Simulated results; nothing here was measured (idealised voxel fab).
process module | voxel fin reveal
cross-section cut | 250 nm wide | cells 5 nm
A cross-section is a grid of square cells, given in bands from the top down. A band is one or more rows of cells.
Each band's line starts with the height of the band's top and of its bottom, in nm. Then come its materials from left to right, each with its width in nm. One material with "throughout" fills the band from edge to edge. "air" is empty space.
Height 0 is the level under which the wafer as received is all one material. The lowest band goes on downwards, as in "0 down".
A width such as "30 to 40" changes by the same amount from each row of cells to the next, from the band's top row to its bottom row.
"no change" after a step means that no cell of the cross-section changed.
closed voids: empty space of 8 cells or more with no open way to the top, each as width x height at its distance from the left edge, in nm
after a step's settings: what the simulator itself notes on the step
overlay nm, on a step with a mask: how far to the right of its planned place the mask lay; to the left if negative
plan
1 op RECEIVE | material Si
2 op CONFORMAL_DEP | material SiN | thk nm 5
3 op DIRECTIONAL_DEP | material aC | thk nm 15
4 op PATTERN | tone cover | mask id FINS | material resist | width nm 15 | pitch nm 35 | thk nm 35 | overlay nm 0
5 op DIRECTIONAL_ETCH | etch materials aC | depth nm 15
6 op STRIP | etch materials resist
7 op DIRECTIONAL_ETCH | etch materials SiN | depth nm 5
8 op DIRECTIONAL_ETCH | etch materials Si | depth nm 30
9 op STRIP | etch materials aC
10 op FILL_DEP | material SiO2 | thk nm 5
11 op CMP | height nm 5
12 op SELECTIVE_ETCH | etch materials SiO2 | depth nm 25
13 op STRIP | etch materials SiN
14 op CONFORMAL_DEP | material HfO2 | thk nm 5
as received, after step 1
  0 down: Si throughout
  closed voids: none
a wafer at the end: this start, this plan, one mistake
  0 to -20: air 65 | Si 15 | air 20 | Si 15 | air 20 | Si 15 | air 20 | Si 15 | air 65
  -20 to -30: SiO2 65 | Si 15 | SiO2 20 | Si 15 | SiO2 20 | Si 15 | SiO2 20 | Si 15 | SiO2 65
  -30 down: Si throughout
  closed voids: none
what went wrong: step 14 was left out
